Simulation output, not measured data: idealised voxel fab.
This is a process module. Its name is voxel transistor to metal.
Displayed cross-section: cut, width of 270 nm, square cells sized 5 nm.
Reading order for cross-sections: top band down to bottom band. Underlying form: a grid of square cells. Band size: one or more rows of cells. First you get the band's top height and its bottom height, in nm, and then the materials it's made of, left to right, with each width in nm. If you see a single material with "full width", that one covers the band edge to edge. "blank" is empty space. All heights in this document are referenced to 0, defined as the level beneath which the wafer, as received, consists entirely of one material. The lowest band is not bounded below; it extends indefinitely downward and is written in the form "0 -> down". The notation "30..40" denotes a width that varies across the rows of cells in the band, beginning at the first number in the top row, finishing at the second number in the bottom row, and changing by an identical amount from each row to the next. A step reported as "changes: none" is a step in which no cell of the cross-section changed. The entry "Completely sealed voids" lists the empty spaces that cover at least 8 cells and have no open path to the top. Each is written as width x height at distance, where the distance is measured from the left edge and all three values are in nm. Where a step's line continues beyond its settings, the continuation is a remark by the simulator itself on that step. A step line may carry the setting "overlay nm", which, for steps involving a mask, states the distance by which the mask lay to the right of its intended position; negative values denote displacement to the left. If you're wondering how to read the rest of this, here's the deal. It's pairs of cross-sections: one from before a process step, one from after it. The after one is only drawn as far down as the lowest band that changed. Right under each pair you'll see which step sits between them and what its settings were. Don't read the pairs as one continuous story, though. They can come from different runs of this module on the same starting wafer, and a pair only carries on from the one above it where its entry headed "Prior to step" says so.
-- Prior to step
80 -> 75  blank 20 nm  Ru 25 nm  blank 45 nm  Ru 25 nm  blank 40 nm  Ru 25 nm  blank 45 nm  Ru 25 nm  blank 20 nm
75 -> 55  lowk 25 nm  TiN 5 nm  Cu 5 nm  TiN 5 nm  lowk 55 nm  TiN 5 nm  Cu 5 nm  TiN 5 nm  lowk 50 nm  TiN 5 nm  Cu 5 nm  TiN 5 nm  lowk 55 nm  TiN 5 nm  Cu 5 nm  TiN 5 nm  lowk 25 nm
55 -> 50  SiCN 25 nm  TiN 15 nm  SiCN 55 nm  TiN 15 nm  SiCN 50 nm  TiN 15 nm  SiCN 55 nm  TiN 15 nm  SiCN 25 nm
50 -> 40  SiO2 25 nm  TiN 5 nm  W 20..15 nm  TiN 5..10 nm  SiO2 25 nm  TiN 5..10 nm  W 20..15 nm  TiN 5 nm  SiO2 50 nm  TiN 5 nm  W 20..15 nm  TiN 5..10 nm  SiO2 25 nm  TiN 5..10 nm  W 20..15 nm  TiN 5 nm  SiO2 25 nm
40 -> 30  SiO2 25 nm  TiN 5 nm  W 15 nm  TiN 5 nm  SiN 10 nm  SiCN 15 nm  SiN 10 nm  TiN 5 nm  W 15 nm  TiN 5 nm  SiO2 50 nm  TiN 5 nm  W 15 nm  TiN 5 nm  SiN 10 nm  SiCN 15 nm  SiN 10 nm  TiN 5 nm  W 15 nm  TiN 5 nm  SiO2 25 nm
30 -> 10  SiO2 25 nm  TiN 5 nm  W 15 nm  TiN 5 nm  SiN 10 nm  polySi 15 nm  SiN 10 nm  TiN 5 nm  W 15 nm  TiN 5 nm  SiO2 50 nm  TiN 5 nm  W 15 nm  TiN 5 nm  SiN 10 nm  polySi 15 nm  SiN 10 nm  TiN 5 nm  W 15 nm  TiN 5 nm  SiO2 25 nm
10 -> 5  SiO2 25 nm  TiN 25 nm  SiN 10 nm  polySi 15 nm  SiN 10 nm  TiN 25 nm  SiO2 50 nm  TiN 25 nm  SiN 10 nm  polySi 15 nm  SiN 10 nm  TiN 25 nm  SiO2 25 nm
5 -> 0  SiO2 10 nm  SiN 10 nm  nSi 10 nm  TiN 10 nm  nSi 10 nm  SiN 10 nm  polySi 15 nm  SiN 10 nm  nSi 10 nm  TiN 10 nm  nSi 10 nm  SiN 10 nm  SiO2 20 nm  SiN 10 nm  nSi 10 nm  TiN 10 nm  nSi 10 nm  SiN 10 nm  polySi 15 nm  SiN 10 nm  nSi 10 nm  TiN 10 nm  nSi 10 nm  SiN 10 nm  SiO2 10 nm
0 -> -5  SiO2 20 nm  nSi 10 nm  TiN 10 nm  nSi 10 nm  SiO2 35 nm  nSi 10 nm  TiN 10 nm  nSi 10 nm  SiO2 40 nm  nSi 10 nm  TiN 10 nm  nSi 10 nm  SiO2 35 nm  nSi 10 nm  TiN 10 nm  nSi 10 nm  SiO2 20 nm
-5 -> -15  SiO2 15 nm  Si 5 nm  nSi 30 nm  Si 35 nm  nSi 30 nm  Si 5 nm  SiO2 30 nm  Si 5 nm  nSi 30 nm  Si 35 nm  nSi 30 nm  Si 5 nm  SiO2 15 nm
-15 -> -20  SiO2 15 nm  Si 105 nm  SiO2 30 nm  Si 105 nm  SiO2 15 nm
-20 -> down  Si full width
Completely sealed voids: none
-- Post-Process Section
85 -> 80  SiCN full width
80 -> 75  SiCN 20 nm  Ru 25 nm  SiCN 45 nm  Ru 25 nm  SiCN 40 nm  Ru 25 nm  SiCN 45 nm  Ru 25 nm  SiCN 20 nm
For the remainder of the cross-section, below 75, there is no change.
Completely sealed voids: none
What was done to get from the upper cross-section to the lower one? FILL_DEP: material SiCN, thk nm 5
-- Prior to step
0 -> down  Si full width
Completely sealed voids: none
-- Post-Process Section
15 -> 0  SiN full width
For the remainder of the cross-section, below 0, there is no change.
Completely sealed voids: none
What was done to get from the upper cross-section to the lower one? CONFORMAL_DEP: material SiN, thk nm 15
Prior to step: The initial state for this step is given by the after cross-section of the immediately preceding pair.
-- Post-Process Section
25 -> 15  aC full width
For the remainder of the cross-section, below 15, there is no change.
Completely sealed voids: none
What was done to get from the upper cross-section to the lower one? DIRECTIONAL_DEP: material aC, thk nm 10
Prior to step: The initial state for this step is given by the after cross-section of the immediately preceding pair.
-- Post-Process Section
50 -> 25  blank 15 nm  resist 105 nm  blank 30 nm  resist 105 nm  blank 15 nm
For the remainder of the cross-section, below 25, there is no change.
Completely sealed voids: none
What was done to get from the upper cross-section to the lower one? PATTERN: tone cover, mask id ACTIVE, material resist, width nm 105, pitch nm 135, thk nm 25, overlay nm 0
Prior to step: The initial state for this step is given by the after cross-section of the immediately preceding pair.
-- Post-Process Section
40 -> 25  blank 15 nm  resist 105 nm  blank 30 nm  resist 105 nm  blank 15 nm
25 -> 15  blank 15 nm  aC 105 nm  blank 30 nm  aC 105 nm  blank 15 nm
For the remainder of the cross-section, below 15, there is no change.
Completely sealed voids: none
What was done to get from the upper cross-section to the lower one? DIRECTIONAL_ETCH: etch materials aC, depth nm 10
Prior to step: The initial state for this step is given by the after cross-section of the immediately preceding pair.
-- Post-Process Section
25 -> 15  blank 15 nm  aC 105 nm  blank 30 nm  aC 105 nm  blank 15 nm
For the remainder of the cross-section, below 15, there is no change.
Completely sealed voids: none
What was done to get from the upper cross-section to the lower one? STRIP: etch materials resist
Prior to step: The initial state for this step is given by the after cross-section of the immediately preceding pair.
-- Post-Process Section
25 -> 15  blank 15 nm  aC 105 nm  blank 30 nm  aC 105 nm  blank 15 nm
15 -> 0  blank 15 nm  SiN 105 nm  blank 30 nm  SiN 105 nm  blank 15 nm
For the remainder of the cross-section, below 0, there is no change.
Completely sealed voids: none
What was done to get from the upper cross-section to the lower one? DIRECTIONAL_ETCH: etch materials SiN, depth nm 15
Prior to step: The initial state for this step is given by the after cross-section of the immediately preceding pair.
-- Post-Process Section
25 -> 15  blank 15 nm  aC 105 nm  blank 30 nm  aC 105 nm  blank 15 nm
15 -> 0  blank 15 nm  SiN 105 nm  blank 30 nm  SiN 105 nm  blank 15 nm
0 -> -20  blank 15 nm  Si 105 nm  blank 30 nm  Si 105 nm  blank 15 nm
For the remainder of the cross-section, below -20, there is no change.
Completely sealed voids: none
What was done to get from the upper cross-section to the lower one? DIRECTIONAL_ETCH: etch materials Si, depth nm 20
Prior to step: The initial state for this step is given by the after cross-section of the immediately preceding pair.
-- Post-Process Section
15 -> 0  blank 15 nm  SiN 105 nm  blank 30 nm  SiN 105 nm  blank 15 nm
For the remainder of the cross-section, below 0, there is no change.
Completely sealed voids: none
What was done to get from the upper cross-section to the lower one? STRIP: etch materials aC
Prior to step: The initial state for this step is given by the after cross-section of the immediately preceding pair.
-- Post-Process Section
20 -> 15  SiO2 full width
15 -> 0  SiO2 15 nm  SiN 105 nm  SiO2 30 nm  SiN 105 nm  SiO2 15 nm
0 -> -20  SiO2 15 nm  Si 105 nm  SiO2 30 nm  Si 105 nm  SiO2 15 nm
For the remainder of the cross-section, below -20, there is no change.
Completely sealed voids: none
What was done to get from the upper cross-section to the lower one? FILL_DEP: material SiO2, thk nm 5
Prior to step: The initial state for this step is given by the after cross-section of the immediately preceding pair.
-- Post-Process Section
15 -> 10  blank 15 nm  SiN 105 nm  blank 30 nm  SiN 105 nm  blank 15 nm
For the remainder of the cross-section, below 10, there is no change.
Completely sealed voids: none
What was done to get from the upper cross-section to the lower one? SELECTIVE_ETCH: etch materials SiO2, depth nm 10
Prior to step: The initial state for this step is given by the after cross-section of the immediately preceding pair.
-- Post-Process Section
10 -> 0  SiO2 15 nm  blank 105 nm  SiO2 30 nm  blank 105 nm  SiO2 15 nm
For the remainder of the cross-section, below 0, there is no change.
Completely sealed voids: none
What was done to get from the upper cross-section to the lower one? STRIP: etch materials SiN
Prior to step: The initial state for this step is given by the after cross-section of the immediately preceding pair.
-- Post-Process Section
5 -> 0  SiO2 10 nm  blank 115 nm  SiO2 20 nm  blank 115 nm  SiO2 10 nm
0 -> -5  SiO2 10 nm  blank 5 nm  Si 105 nm  blank 5 nm  SiO2 20 nm  blank 5 nm  Si 105 nm  blank 5 nm  SiO2 10 nm
For the remainder of the cross-section, below -5, there is no change.
Completely sealed voids: none
What was done to get from the upper cross-section to the lower one? SELECTIVE_ETCH: etch materials SiO2, depth nm 5
Prior to step: The initial state for this step is given by the after cross-section of the immediately preceding pair.
-- Post-Process Section
5 -> 0  SiO2 10 nm  blank 115 nm  SiO2 20 nm  blank 115 nm  SiO2 10 nm
0 -> -5  SiO2 10 nm  blank 5 nm  SiO2 105 nm  blank 5 nm  SiO2 20 nm  blank 5 nm  SiO2 105 nm  blank 5 nm  SiO2 10 nm
-5 -> -10  SiO2 20 nm  Si 95 nm  SiO2 40 nm  Si 95 nm  SiO2 20 nm
For the remainder of the cross-section, below -10, there is no change.
Completely sealed voids: none
What was done to get from the upper cross-section to the lower one? OXIDIZE: depth nm 5
Prior to step: The initial state for this step is given by the after cross-section of the immediately preceding pair.
-- Post-Process Section
35 -> 30  polySi 10 nm  blank 115 nm  polySi 20 nm  blank 115 nm  polySi 10 nm
30 -> 25  polySi 10 nm  blank 5 nm  polySi 105 nm  blank 5 nm  polySi 20 nm  blank 5 nm  polySi 105 nm  blank 5 nm  polySi 10 nm
25 -> 5  polySi full width
5 -> 0  SiO2 10 nm  polySi 115 nm  SiO2 20 nm  polySi 115 nm  SiO2 10 nm
0 -> -5  SiO2 10 nm  polySi 5 nm  SiO2 105 nm  polySi 5 nm  SiO2 20 nm  polySi 5 nm  SiO2 105 nm  polySi 5 nm  SiO2 10 nm
For the remainder of the cross-section, below -5, there is no change.
Completely sealed voids: none
What was done to get from the upper cross-section to the lower one? DIRECTIONAL_DEP: material polySi, thk nm 30
Prior to step: The initial state for this step is given by the after cross-section of the immediately preceding pair.
-- Post-Process Section
45 -> 40  SiCN 10 nm  blank 115 nm  SiCN 20 nm  blank 115 nm  SiCN 10 nm
40 -> 35  SiCN 10 nm  blank 5 nm  SiCN 105 nm  blank 5 nm  SiCN 20 nm  blank 5 nm  SiCN 105 nm  blank 5 nm  SiCN 10 nm
35 -> 30  polySi 10 nm  SiCN 115 nm  polySi 20 nm  SiCN 115 nm  polySi 10 nm
30 -> 25  polySi 10 nm  SiCN 5 nm  polySi 105 nm  SiCN 5 nm  polySi 20 nm  SiCN 5 nm  polySi 105 nm  SiCN 5 nm  polySi 10 nm
For the remainder of the cross-section, below 25, there is no change.
Completely sealed voids: none
What was done to get from the upper cross-section to the lower one? DIRECTIONAL_DEP: material SiCN, thk nm 10
Prior to step: The initial state for this step is given by the after cross-section of the immediately preceding pair.
-- Post-Process Section
40 -> 35  blank 60 nm  SiCN 15 nm  blank 120 nm  SiCN 15 nm  blank 60 nm
35 -> 30  polySi 10 nm  blank 50 nm  SiCN 15 nm  blank 50 nm  polySi 20 nm  blank 50 nm  SiCN 15 nm  blank 50 nm  polySi 10 nm
30 -> 25  polySi 10 nm  blank 5 nm  polySi 105 nm  blank 5 nm  polySi 20 nm  blank 5 nm  polySi 105 nm  blank 5 nm  polySi 10 nm
For the remainder of the cross-section, below 25, there is no change.
Completely sealed voids: none
What was done to get from the upper cross-section to the lower one? MASKED_ETCH: tone cover, mask id GATE, width nm 15, pitch nm 135, etch materials SiCN, depth nm 20, overlay nm 0
Prior to step: The initial state for this step is given by the after cross-section of the immediately preceding pair.
-- Post-Process Section
40 -> 30  blank 60 nm  SiCN 15 nm  blank 120 nm  SiCN 15 nm  blank 60 nm
30 -> 5  blank 60 nm  polySi 15 nm  blank 120 nm  polySi 15 nm  blank 60 nm
5 -> 0  SiO2 10 nm  blank 50 nm  polySi 15 nm  blank 50 nm  SiO2 20 nm  blank 50 nm  polySi 15 nm  blank 50 nm  SiO2 10 nm
0 -> -5  SiO2 10 nm  blank 5 nm  SiO2 105 nm  blank 5 nm  SiO2 20 nm  blank 5 nm  SiO2 105 nm  blank 5 nm  SiO2 10 nm
For the remainder of the cross-section, below -5, there is no change.
Completely sealed voids: none
What was done to get from the upper cross-section to the lower one? MASKED_ETCH: tone cover, mask id GATE, width nm 15, pitch nm 135, etch materials polySi, depth nm 40, overlay nm 0
Prior to step: The initial state for this step is given by the after cross-section of the immediately preceding pair.
-- Post-Process Section
50 -> 40  blank 50 nm  SiN 35 nm  blank 100 nm  SiN 35 nm  blank 50 nm
40 -> 30  blank 50 nm  SiN 10 nm  SiCN 15 nm  SiN 10 nm  blank 100 nm  SiN 10 nm  SiCN 15 nm  SiN 10 nm  blank 50 nm
30 -> 15  blank 50 nm  SiN 10 nm  polySi 15 nm  SiN 10 nm  blank 100 nm  SiN 10 nm  polySi 15 nm  SiN 10 nm  blank 50 nm
15 -> 10  SiN 20 nm  blank 30 nm  SiN 10 nm  polySi 15 nm  SiN 10 nm  blank 30 nm  SiN 40 nm  blank 30 nm  SiN 10 nm  polySi 15 nm  SiN 10 nm  blank 30 nm  SiN 20 nm
10 -> 5  SiN 60 nm  polySi 15 nm  SiN 120 nm  polySi 15 nm  SiN 60 nm
5 -> 0  SiO2 10 nm  SiN 50 nm  polySi 15 nm  SiN 50 nm  SiO2 20 nm  SiN 50 nm  polySi 15 nm  SiN 50 nm  SiO2 10 nm
0 -> -5  SiO2 10 nm  SiN 5 nm  SiO2 105 nm  SiN 5 nm  SiO2 20 nm  SiN 5 nm  SiO2 105 nm  SiN 5 nm  SiO2 10 nm
For the remainder of the cross-section, below -5, there is no change.
Completely sealed voids: none
What was done to get from the upper cross-section to the lower one? CONFORMAL_DEP: material SiN, thk nm 10
Prior to step: The initial state for this step is given by the after cross-section of the immediately preceding pair.
-- Post-Process Section
40 -> 30  blank 50 nm  SiN 10 nm  SiCN 15 nm  SiN 10 nm  blank 100 nm  SiN 10 nm  SiCN 15 nm  SiN 10 nm  blank 50 nm
30 -> 5  blank 50 nm  SiN 10 nm  polySi 15 nm  SiN 10 nm  blank 100 nm  SiN 10 nm  polySi 15 nm  SiN 10 nm  blank 50 nm
5 -> 0  SiO2 10 nm  SiN 10 nm  blank 30 nm  SiN 10 nm  polySi 15 nm  SiN 10 nm  blank 30 nm  SiN 10 nm  SiO2 20 nm  SiN 10 nm  blank 30 nm  SiN 10 nm  polySi 15 nm  SiN 10 nm  blank 30 nm  SiN 10 nm  SiO2 10 nm
For the remainder of the cross-section, below 0, there is no change.
Completely sealed voids: none
What was done to get from the upper cross-section to the lower one? DIRECTIONAL_ETCH: etch materials SiN, depth nm 10
Prior to step: The initial state for this step is given by the after cross-section of the immediately preceding pair.
-- Post-Process Section
40 -> 30  blank 50 nm  SiN 10 nm  SiCN 15 nm  SiN 10 nm  blank 100 nm  SiN 10 nm  SiCN 15 nm  SiN 10 nm  blank 50 nm
30 -> 5  blank 50 nm  SiN 10 nm  polySi 15 nm  SiN 10 nm  blank 100 nm  SiN 10 nm  polySi 15 nm  SiN 10 nm  blank 50 nm
5 -> 0  blank 10 nm  SiN 10 nm  blank 30 nm  SiN 10 nm  polySi 15 nm  SiN 10 nm  blank 30 nm  SiN 10 nm  blank 20 nm  SiN 10 nm  blank 30 nm  SiN 10 nm  polySi 15 nm  SiN 10 nm  blank 30 nm  SiN 10 nm  blank 10 nm
0 -> -5  SiO2 10 nm  SiN 5 nm  SiO2 5 nm  blank 30 nm  SiO2 35 nm  blank 30 nm  SiO2 5 nm  SiN 5 nm  SiO2 20 nm  SiN 5 nm  SiO2 5 nm  blank 30 nm  SiO2 35 nm  blank 30 nm  SiO2 5 nm  SiN 5 nm  SiO2 10 nm
For the remainder of the cross-section, below -5, there is no change.
Completely sealed voids: none
What was done to get from the upper cross-section to the lower one? DIRECTIONAL_ETCH: etch materials SiO2, depth nm 5
Prior to step: The initial state for this step is given by the after cross-section of the immediately preceding pair.
-- Post-Process Section
40 -> 30  blank 50 nm  SiN 10 nm  SiCN 15 nm  SiN 10 nm  blank 100 nm  SiN 10 nm  SiCN 15 nm  SiN 10 nm  blank 50 nm
30 -> 5  blank 50 nm  SiN 10 nm  polySi 15 nm  SiN 10 nm  blank 100 nm  SiN 10 nm  polySi 15 nm  SiN 10 nm  blank 50 nm
5 -> 0  blank 10 nm  SiN 10 nm  blank 30 nm  SiN 10 nm  polySi 15 nm  SiN 10 nm  blank 30 nm  SiN 10 nm  blank 20 nm  SiN 10 nm  blank 30 nm  SiN 10 nm  polySi 15 nm  SiN 10 nm  blank 30 nm  SiN 10 nm  blank 10 nm
0 -> -5  SiO2 10 nm  SiN 5 nm  SiO2 5 nm  blank 30 nm  SiO2 35 nm  blank 30 nm  SiO2 5 nm  SiN 5 nm  SiO2 20 nm  SiN 5 nm  SiO2 5 nm  blank 30 nm  SiO2 35 nm  blank 30 nm  SiO2 5 nm  SiN 5 nm  SiO2 10 nm
-5 -> -10  SiO2 20 nm  blank 30 nm  Si 35 nm  blank 30 nm  SiO2 40 nm  blank 30 nm  Si 35 nm  blank 30 nm  SiO2 20 nm
-10 -> -15  SiO2 15 nm  Si 5 nm  blank 30 nm  Si 35 nm  blank 30 nm  Si 5 nm  SiO2 30 nm  Si 5 nm  blank 30 nm  Si 35 nm  blank 30 nm  Si 5 nm  SiO2 15 nm
For the remainder of the cross-section, below -15, there is no change.
Completely sealed voids: none
What was done to get from the upper cross-section to the lower one? DIRECTIONAL_ETCH: etch materials Si, depth nm 10
Prior to step: The initial state for this step is given by the after cross-section of the immediately preceding pair.
-- Post-Process Section
40 -> 30  blank 50 nm  SiN 10 nm  SiCN 15 nm  SiN 10 nm  blank 100 nm  SiN 10 nm  SiCN 15 nm  SiN 10 nm  blank 50 nm
30 -> 5  blank 50 nm  SiN 10 nm  polySi 15 nm  SiN 10 nm  blank 100 nm  SiN 10 nm  polySi 15 nm  SiN 10 nm  blank 50 nm
5 -> 0  blank 10 nm  SiN 10 nm  blank 20 nm  nSi 10 nm  SiN 10 nm  polySi 15 nm  SiN 10 nm  nSi 10 nm  blank 20 nm  SiN 10 nm  blank 20 nm  SiN 10 nm  blank 20 nm  nSi 10 nm  SiN 10 nm  polySi 15 nm  SiN 10 nm  nSi 10 nm  blank 20 nm  SiN 10 nm  blank 10 nm
0 -> -5  SiO2 10 nm  SiN 5 nm  SiO2 5 nm  nSi 10 nm  blank 10 nm  nSi 10 nm  SiO2 35 nm  nSi 10 nm  blank 10 nm  nSi 10 nm  SiO2 5 nm  SiN 5 nm  SiO2 20 nm  SiN 5 nm  SiO2 5 nm  nSi 10 nm  blank 10 nm  nSi 10 nm  SiO2 35 nm  nSi 10 nm  blank 10 nm  nSi 10 nm  SiO2 5 nm  SiN 5 nm  SiO2 10 nm
-5 -> -10  SiO2 20 nm  nSi 30 nm  Si 35 nm  nSi 30 nm  SiO2 40 nm  nSi 30 nm  Si 35 nm  nSi 30 nm  SiO2 20 nm
-10 -> -15  SiO2 15 nm  Si 5 nm  nSi 30 nm  Si 35 nm  nSi 30 nm  Si 5 nm  SiO2 30 nm  Si 5 nm  nSi 30 nm  Si 35 nm  nSi 30 nm  Si 5 nm  SiO2 15 nm
For the remainder of the cross-section, below -15, there is no change.
Completely sealed voids: none
What was done to get from the upper cross-section to the lower one? EPI: material nSi, thk nm 10
Prior to step: The initial state for this step is given by the after cross-section of the immediately preceding pair.
-- Post-Process Section
50 -> 40  SiO2 full width
40 -> 30  SiO2 50 nm  SiN 10 nm  SiCN 15 nm  SiN 10 nm  SiO2 100 nm  SiN 10 nm  SiCN 15 nm  SiN 10 nm  SiO2 50 nm
30 -> 5  SiO2 50 nm  SiN 10 nm  polySi 15 nm  SiN 10 nm  SiO2 100 nm  SiN 10 nm  polySi 15 nm  SiN 10 nm  SiO2 50 nm
5 -> 0  SiO2 10 nm  SiN 10 nm  SiO2 20 nm  nSi 10 nm  SiN 10 nm  polySi 15 nm  SiN 10 nm  nSi 10 nm  SiO2 20 nm  SiN 10 nm  SiO2 20 nm  SiN 10 nm  SiO2 20 nm  nSi 10 nm  SiN 10 nm  polySi 15 nm  SiN 10 nm  nSi 10 nm  SiO2 20 nm  SiN 10 nm  SiO2 10 nm
0 -> -5  SiO2 10 nm  SiN 5 nm  SiO2 5 nm  nSi 10 nm  SiO2 10 nm  nSi 10 nm  SiO2 35 nm  nSi 10 nm  SiO2 10 nm  nSi 10 nm  SiO2 5 nm  SiN 5 nm  SiO2 20 nm  SiN 5 nm  SiO2 5 nm  nSi 10 nm  SiO2 10 nm  nSi 10 nm  SiO2 35 nm  nSi 10 nm  SiO2 10 nm  nSi 10 nm  SiO2 5 nm  SiN 5 nm  SiO2 10 nm
For the remainder of the cross-section, below -5, there is no change.
Completely sealed voids: none
What was done to get from the upper cross-section to the lower one? FILL_DEP: material SiO2, thk nm 10
Prior to step: The initial state for this step is given by the after cross-section of the immediately preceding pair.
-- Post-Process Section
40 -> 30  SiO2 50 nm  SiN 10 nm  SiCN 15 nm  SiN 10 nm  SiO2 100 nm  SiN 10 nm  SiCN 15 nm  SiN 10 nm  SiO2 50 nm
For the remainder of the cross-section, below 30, there is no change.
Completely sealed voids: none
What was done to get from the upper cross-section to the lower one? CMP: height nm 40
Prior to step: The initial state for this step is given by the after cross-section of the immediately preceding pair.
-- Post-Process Section
50 -> 40  SiO2 full width
For the remainder of the cross-section, below 40, there is no change.
Completely sealed voids: none
What was done to get from the upper cross-section to the lower one? DIRECTIONAL_DEP: material SiO2, thk nm 10
Prior to step: The initial state for this step is given by the after cross-section of the immediately preceding pair.
-- Post-Process Section
65 -> 50  resist 25 nm  blank 30 nm  resist 25 nm  blank 30 nm  resist 50 nm  blank 30 nm  resist 25 nm  blank 30 nm  resist 25 nm
For the remainder of the cross-section, below 50, there is no change.
Completely sealed voids: none
What was done to get from the upper cross-section to the lower one? PATTERN: tone open, mask id CONTACT, material resist, width nm 30, thk nm 15, overlay nm 0
Prior to step: The initial state for this step is given by the after cross-section of the immediately preceding pair.
-- Post-Process Section
65 -> 50  resist 25 nm  blank 30 nm  resist 25 nm  blank 30 nm  resist 50 nm  blank 30 nm  resist 25 nm  blank 30 nm  resist 25 nm
50 -> 40  SiO2 25 nm  blank 30 nm  SiO2 25 nm  blank 30 nm  SiO2 50 nm  blank 30 nm  SiO2 25 nm  blank 30 nm  SiO2 25 nm
40 -> 30  SiO2 25 nm  blank 25 nm  SiN 10 nm  SiCN 15 nm  SiN 10 nm  blank 25 nm  SiO2 50 nm  blank 25 nm  SiN 10 nm  SiCN 15 nm  SiN 10 nm  blank 25 nm  SiO2 25 nm
30 -> 5  SiO2 25 nm  blank 25 nm  SiN 10 nm  polySi 15 nm  SiN 10 nm  blank 25 nm  SiO2 50 nm  blank 25 nm  SiN 10 nm  polySi 15 nm  SiN 10 nm  blank 25 nm  SiO2 25 nm
5 -> 0  SiO2 10 nm  SiN 10 nm  SiO2 5 nm  blank 15 nm  nSi 10 nm  SiN 10 nm  polySi 15 nm  SiN 10 nm  nSi 10 nm  blank 15 nm  SiO2 5 nm  SiN 10 nm  SiO2 20 nm  SiN 10 nm  SiO2 5 nm  blank 15 nm  nSi 10 nm  SiN 10 nm  polySi 15 nm  SiN 10 nm  nSi 10 nm  blank 15 nm  SiO2 5 nm  SiN 10 nm  SiO2 10 nm
0 -> -5  SiO2 10 nm  SiN 5 nm  SiO2 5 nm  nSi 10 nm  blank 10 nm  nSi 10 nm  SiO2 35 nm  nSi 10 nm  blank 10 nm  nSi 10 nm  SiO2 5 nm  SiN 5 nm  SiO2 20 nm  SiN 5 nm  SiO2 5 nm  nSi 10 nm  blank 10 nm  nSi 10 nm  SiO2 35 nm  nSi 10 nm  blank 10 nm  nSi 10 nm  SiO2 5 nm  SiN 5 nm  SiO2 10 nm
For the remainder of the cross-section, below -5, there is no change.
Completely sealed voids: none
What was done to get from the upper cross-section to the lower one? DIRECTIONAL_ETCH: etch materials SiO2, depth nm 55
Prior to step: The initial state for this step is given by the after cross-section of the immediately preceding pair.
-- Post-Process Section
50 -> 40  SiO2 25 nm  blank 30 nm  SiO2 25 nm  blank 30 nm  SiO2 50 nm  blank 30 nm  SiO2 25 nm  blank 30 nm  SiO2 25 nm
For the remainder of the cross-section, below 40, there is no change.
Completely sealed voids: none
What was done to get from the upper cross-section to the lower one? STRIP: etch materials resist
Prior to step: The initial state for this step is given by the after cross-section of the immediately preceding pair.
-- Post-Process Section
55 -> 50  TiN 30 nm  blank 20 nm  TiN 35 nm  blank 20 nm  TiN 60 nm  blank 20 nm  TiN 35 nm  blank 20 nm  TiN 30 nm
50 -> 40  SiO2 25 nm  TiN 5 nm  blank 20..15 nm  TiN 5..10 nm  SiO2 25 nm  TiN 5..10 nm  blank 20..15 nm  TiN 5 nm  SiO2 50 nm  TiN 5 nm  blank 20..15 nm  TiN 5..10 nm  SiO2 25 nm  TiN 5..10 nm  blank 20..15 nm  TiN 5 nm  SiO2 25 nm
40 -> 30  SiO2 25 nm  TiN 5 nm  blank 15 nm  TiN 5 nm  SiN 10 nm  SiCN 15 nm  SiN 10 nm  TiN 5 nm  blank 15 nm  TiN 5 nm  SiO2 50 nm  TiN 5 nm  blank 15 nm  TiN 5 nm  SiN 10 nm  SiCN 15 nm  SiN 10 nm  TiN 5 nm  blank 15 nm  TiN 5 nm  SiO2 25 nm
30 -> 10  SiO2 25 nm  TiN 5 nm  blank 15 nm  TiN 5 nm  SiN 10 nm  polySi 15 nm  SiN 10 nm  TiN 5 nm  blank 15 nm  TiN 5 nm  SiO2 50 nm  TiN 5 nm  blank 15 nm  TiN 5 nm  SiN 10 nm  polySi 15 nm  SiN 10 nm  TiN 5 nm  blank 15 nm  TiN 5 nm  SiO2 25 nm
10 -> 5  SiO2 25 nm  TiN 5 nm  blank 5 nm  TiN 15 nm  SiN 10 nm  polySi 15 nm  SiN 10 nm  TiN 15 nm  blank 5 nm  TiN 5 nm  SiO2 50 nm  TiN 5 nm  blank 5 nm  TiN 15 nm  SiN 10 nm  polySi 15 nm  SiN 10 nm  TiN 15 nm  blank 5 nm  TiN 5 nm  SiO2 25 nm
5 -> 0  SiO2 10 nm  SiN 10 nm  SiO2 5 nm  TiN 15 nm  nSi 10 nm  SiN 10 nm  polySi 15 nm  SiN 10 nm  nSi 10 nm  TiN 15 nm  SiO2 5 nm  SiN 10 nm  SiO2 20 nm  SiN 10 nm  SiO2 5 nm  TiN 15 nm  nSi 10 nm  SiN 10 nm  polySi 15 nm  SiN 10 nm  nSi 10 nm  TiN 15 nm  SiO2 5 nm  SiN 10 nm  SiO2 10 nm
0 -> -5  SiO2 10 nm  SiN 5 nm  SiO2 5 nm  nSi 10 nm  TiN 10 nm  nSi 10 nm  SiO2 35 nm  nSi 10 nm  TiN 10 nm  nSi 10 nm  SiO2 5 nm  SiN 5 nm  SiO2 20 nm  SiN 5 nm  SiO2 5 nm  nSi 10 nm  TiN 10 nm  nSi 10 nm  SiO2 35 nm  nSi 10 nm  TiN 10 nm  nSi 10 nm  SiO2 5 nm  SiN 5 nm  SiO2 10 nm
For the remainder of the cross-section, below -5, there is no change.
Completely sealed voids: none
What was done to get from the upper cross-section to the lower one? CONFORMAL_DEP: material TiN, thk nm 5
Prior to step: The initial state for this step is given by the after cross-section of the immediately preceding pair.
-- Post-Process Section
60 -> 55  W full width
55 -> 50  TiN 30 nm  W 20 nm  TiN 35 nm  W 20 nm  TiN 60 nm  W 20 nm  TiN 35 nm  W 20 nm  TiN 30 nm
50 -> 40  SiO2 25 nm  TiN 5 nm  W 20..15 nm  TiN 5..10 nm  SiO2 25 nm  TiN 5..10 nm  W 20..15 nm  TiN 5 nm  SiO2 50 nm  TiN 5 nm  W 20..15 nm  TiN 5..10 nm  SiO2 25 nm  TiN 5..10 nm  W 20..15 nm  TiN 5 nm  SiO2 25 nm
40 -> 30  SiO2 25 nm  TiN 5 nm  W 15 nm  TiN 5 nm  SiN 10 nm  SiCN 15 nm  SiN 10 nm  TiN 5 nm  W 15 nm  TiN 5 nm  SiO2 50 nm  TiN 5 nm  W 15 nm  TiN 5 nm  SiN 10 nm  SiCN 15 nm  SiN 10 nm  TiN 5 nm  W 15 nm  TiN 5 nm  SiO2 25 nm
30 -> 10  SiO2 25 nm  TiN 5 nm  W 15 nm  TiN 5 nm  SiN 10 nm  polySi 15 nm  SiN 10 nm  TiN 5 nm  W 15 nm  TiN 5 nm  SiO2 50 nm  TiN 5 nm  W 15 nm  TiN 5 nm  SiN 10 nm  polySi 15 nm  SiN 10 nm  TiN 5 nm  W 15 nm  TiN 5 nm  SiO2 25 nm
10 -> 5  SiO2 25 nm  TiN 5 nm  W 5 nm  TiN 15 nm  SiN 10 nm  polySi 15 nm  SiN 10 nm  TiN 15 nm  W 5 nm  TiN 5 nm  SiO2 50 nm  TiN 5 nm  W 5 nm  TiN 15 nm  SiN 10 nm  polySi 15 nm  SiN 10 nm  TiN 15 nm  W 5 nm  TiN 5 nm  SiO2 25 nm
For the remainder of the cross-section, below 5, there is no change.
Completely sealed voids: none
What was done to get from the upper cross-section to the lower one? FILL_DEP: material W, thk nm 5
